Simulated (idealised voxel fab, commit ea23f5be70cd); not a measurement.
The document below concerns the process module designated voxel transistor to metal.
For reference, the cross-section in this document is cut, with width 165 nm and square cells of 5 nm.
Cross-sections here: square-cell grids, written as top-down lists of bands, a band being one or more rows of cells. A band entry consists of two parts. The first gives the height of the band's top and the height of its bottom, in nm. The rest lists the band's materials from left to right, each with its width in nm. A single material labelled with the word "full width" fills the band from edge to edge, and the word "empty" marks empty space. For the purposes of this specification, 0 denotes the height below which the wafer in its as-received condition is composed wholly of one material, and the lowermost band, lacking a lower limit, extends downward without end, as expressed in "0 down". Note: "30..40" means the width goes from the first number (top row of the band) to the second number (bottom row) in equal steps per row of cells. Any step labelled "no alteration" changed none of the cells in the cross-section. This entry, "Closed cavity list", enumerates those empty regions of no fewer than 8 cells that possess no open connection to the top. Each region is reported in the form width x height at distance, the distance being taken from the left edge, with all three quantities expressed in nm. after a step's settings: what the simulator itself notes on the step. overlay nm: on a step with a mask, how far right of its planned place the mask lay; negative means left.
[Intended process steps]
| 1 | RECEIVE (material Si) |
| 2 | OXIDIZE (depth nm 5) |
| 3 | CONFORMAL_DEP (material SiN; thk nm 15) |
| 4 | DIRECTIONAL_DEP (material aC; thk nm 10) |
| 5 | PATTERN (tone cover; mask id ACTIVE; material resist; width nm 115; thk nm 25; overlay nm 0) |
| 6 | DIRECTIONAL_ETCH (etch materials aC; depth nm 10) |
| 7 | STRIP (etch materials resist) |
| 8 | DIRECTIONAL_ETCH (etch materials SiN; depth nm 15) |
| 9 | DIRECTIONAL_ETCH (etch materials SiO2; depth nm 5) |
| 10 | DIRECTIONAL_ETCH (etch materials Si; depth nm 25) |
| 11 | STRIP (etch materials aC) |
| 12 | OXIDIZE (depth nm 5) |
| 13 | FILL_DEP (material SiO2; thk nm 15) |
| 14 | CMP (height nm 15) |
| 15 | SELECTIVE_ETCH (etch materials SiO2; depth nm 5) |
| 16 | STRIP (etch materials SiN) |
| 17 | SELECTIVE_ETCH (etch materials SiO2; depth nm 5) |
| 18 | OXIDIZE (depth nm 5) |
| 19 | DIRECTIONAL_DEP (material polySi; thk nm 25) |
| 20 | DIRECTIONAL_DEP (material SiCN; thk nm 15) |
| 21 | PATTERN (tone cover; mask id GATE; material resist; width nm 35; thk nm 20; overlay nm 0) |
| 22 | DIRECTIONAL_ETCH (etch materials SiCN; depth nm 25) |
| 23 | DIRECTIONAL_ETCH (etch materials polySi; depth nm 35) |
| 24 | STRIP (etch materials resist) |
| 25 | CONFORMAL_DEP (material SiN; thk nm 5) |
| 26 | DIRECTIONAL_ETCH (etch materials SiN; depth nm 5) |
| 27 | DIRECTIONAL_ETCH (etch materials SiO2; depth nm 5) |
| 28 | DIRECTIONAL_ETCH (etch materials Si; depth nm 15) |
| 29 | EPI (material pSi; thk nm 15) |
| 30 | FILL_DEP (material SiO2; thk nm 10) |
| 31 | CMP (height nm 20) |
| 32 | STRIP (etch materials polySi) |
| 33 | SELECTIVE_ETCH (etch materials SiO2; depth nm 5) |
| 34 | CONFORMAL_DEP (material HfO2; thk nm 5) |
| 35 | CONFORMAL_DEP (material TiN; thk nm 5) |
| 36 | FILL_DEP (material W; thk nm 5) |
| 37 | CMP (height nm 15) |
| 38 | DIRECTIONAL_DEP (material SiO2; thk nm 15) |
| 39 | DIRECTIONAL_DEP (material aC; thk nm 15) |
| 40 | PATTERN (tone open; mask id CONTACT; material resist; width nm 15; pitch nm 80; thk nm 35; overlay nm 0) |
| 41 | DIRECTIONAL_ETCH (etch materials aC; depth nm 15) |
| 42 | STRIP (etch materials resist) |
| 43 | DIRECTIONAL_ETCH (etch materials SiO2; depth nm 40) |
| 44 | STRIP (etch materials aC) |
| 45 | CONFORMAL_DEP (material TiN; thk nm 5) |
| 46 | FILL_DEP (material W; thk nm 10) |
| 47 | CMP (height nm 30) |
| 48 | CONFORMAL_DEP (material SiCN; thk nm 5) |
| 49 | DIRECTIONAL_DEP (material lowk; thk nm 20) |
| 50 | PATTERN (tone open; mask id METAL_1; material resist; width nm 15; pitch nm 80; thk nm 15; overlay nm 0) |
| 51 | DIRECTIONAL_ETCH (etch materials lowk; depth nm 20) |
| 52 | DIRECTIONAL_ETCH (etch materials SiCN; depth nm 5) |
| 53 | STRIP (etch materials resist) |
| 54 | CONFORMAL_DEP (material TiN; thk nm 5) |
| 55 | FILL_DEP (material Cu; thk nm 5) |
| 56 | CMP (height nm 55) |
| 57 | CONFORMAL_DEP (material SiCN; thk nm 5) |
| 58 | DIRECTIONAL_DEP (material SiO2; thk nm 35) |
| 59 | PATTERN (tone open; mask id METAL_2; material resist; width nm 15; pitch nm 80; thk nm 20; overlay nm 0) |
| 60 | DIRECTIONAL_ETCH (etch materials SiO2; depth nm 20) |
| 61 | STRIP (etch materials resist) |
| 62 | MASKED_ETCH (tone open; mask id METAL_2_HOLES; width nm 15; pitch nm 80; etch materials SiO2; depth nm 15; overlay nm 0) |
| 63 | MASKED_ETCH (tone open; mask id METAL_2_HOLES; width nm 15; pitch nm 80; etch materials SiCN; depth nm 5; overlay nm 0) |
| 64 | CONFORMAL_DEP (material TiN; thk nm 5) |
| 65 | FILL_DEP (material Ru; thk nm 10) |
| 66 | CMP (height nm 95) |
| 67 | CONFORMAL_DEP (material SiCN; thk nm 5) |
[Cross-section of the wafer upon arrival, representing the state reached after step 1]
> 0 down | Si full width
> Closed cavity list: none
[First of two wafers, end-of-module section, run followed plan]
> 100 to 95 | SiCN full width
> 95 to 60 | SiO2 35, then TiN 5, then Ru 5, then TiN 5, then SiO2 65, then TiN 5, then Ru 5, then TiN 5, then SiO2 35
> 60 to 55 | SiCN 35, then TiN 15, then SiCN 65, then TiN 15, then SiCN 35
> 55 to 35 | lowk 35, then TiN 5, then Cu 5, then TiN 5, then lowk 65, then TiN 5, then Cu 5, then TiN 5, then lowk 35
> 35 to 30 | SiCN 35, then TiN 15, then SiCN 65, then TiN 15, then SiCN 35
> 30 to 15 | SiO2 35, then TiN 5, then W 5, then TiN 5, then SiO2 65, then TiN 5, then W 5, then TiN 5, then SiO2 35
> 15 to 10 | SiO2 35, then TiN 5, then W 5, then TiN 5, then SiO2 10, then SiN 5, then HfO2 5, then TiN 5, then W 15, then TiN 5, then HfO2 5, then SiN 5, then SiO2 10, then TiN 5, then W 5, then TiN 5, then SiO2 35
> 10 to 5 | SiO2 35, then TiN 15, then SiO2 10, then SiN 5, then HfO2 5, then TiN 5, then W 15, then TiN 5, then HfO2 5, then SiN 5, then SiO2 10, then TiN 15, then SiO2 35
> 5 to 0 | SiO2 20, then SiN 5, then SiO2 10, then TiN 10, then pSi 15, then SiN 5, then HfO2 5, then TiN 5, then W 15, then TiN 5, then HfO2 5, then SiN 5, then pSi 15, then TiN 10, then SiO2 10, then SiN 5, then SiO2 20
> 0 to -5 | SiO2 20, then SiN 5, then SiO2 10, then TiN 10, then pSi 15, then SiN 5, then HfO2 5, then TiN 25, then HfO2 5, then SiN 5, then pSi 15, then TiN 10, then SiO2 10, then SiN 5, then SiO2 20
> -5 to -10 | SiO2 35, then TiN 10, then pSi 15, then HfO2 45, then pSi 15, then TiN 10, then SiO2 35
> -10 to -25 | SiO2 30, then pSi 30, then Si 45, then pSi 30, then SiO2 30
> -25 to -35 | SiO2 30, then Si 105, then SiO2 30
> -35 down | Si full width
> Closed cavity list: none
[Cross-section, second wafer: same start as the first, same plan as the first, one mistake in running it; taken at the end of the module]
> 100 to 95 | SiCN full width
> 95 to 60 | SiO2 35, then TiN 5, then Ru 5, then TiN 5, then SiO2 65, then TiN 5, then Ru 5, then TiN 5, then SiO2 35
> 60 to 55 | SiCN 35, then TiN 15, then SiCN 65, then TiN 15, then SiCN 35
> 55 to 35 | lowk 35, then TiN 5, then Cu 5, then TiN 5, then lowk 65, then TiN 5, then Cu 5, then TiN 5, then lowk 35
> 35 to 30 | SiCN 35, then TiN 15, then SiCN 65, then TiN 15, then SiCN 35
> 30 to 15 | SiO2 35, then TiN 5, then W 5, then TiN 5, then SiO2 65, then TiN 5, then W 5, then TiN 5, then SiO2 35
> 15 to 10 | SiO2 35, then TiN 5, then W 5, then TiN 5, then SiO2 10, then SiN 5, then HfO2 5, then SiCN 5, then W 15, then SiCN 5, then HfO2 5, then SiN 5, then SiO2 10, then TiN 5, then W 5, then TiN 5, then SiO2 35
> 10 to 5 | SiO2 35, then TiN 15, then SiO2 10, then SiN 5, then HfO2 5, then SiCN 5, then W 15, then SiCN 5, then HfO2 5, then SiN 5, then SiO2 10, then TiN 15, then SiO2 35
> 5 to 0 | SiO2 20, then SiN 5, then SiO2 10, then TiN 10, then pSi 15, then SiN 5, then HfO2 5, then SiCN 5, then W 15, then SiCN 5, then HfO2 5, then SiN 5, then pSi 15, then TiN 10, then SiO2 10, then SiN 5, then SiO2 20
> 0 to -5 | SiO2 20, then SiN 5, then SiO2 10, then TiN 10, then pSi 15, then SiN 5, then HfO2 5, then SiCN 25, then HfO2 5, then SiN 5, then pSi 15, then TiN 10, then SiO2 10, then SiN 5, then SiO2 20
> -5 to -10 | SiO2 35, then TiN 10, then pSi 15, then HfO2 45, then pSi 15, then TiN 10, then SiO2 35
> -10 to -25 | SiO2 30, then pSi 30, then Si 45, then pSi 30, then SiO2 30
> -25 to -35 | SiO2 30, then Si 105, then SiO2 30
> -35 down | Si full width
> Closed cavity list: none
Finding, execution versus plan: step 35 changed vs plan, executed as CONFORMAL_DEP (material SiCN; thk nm 5)
Materials where the second wafer ends with more or fewer cells than the first: SiCN: 11 more; TiN: 11 fewer
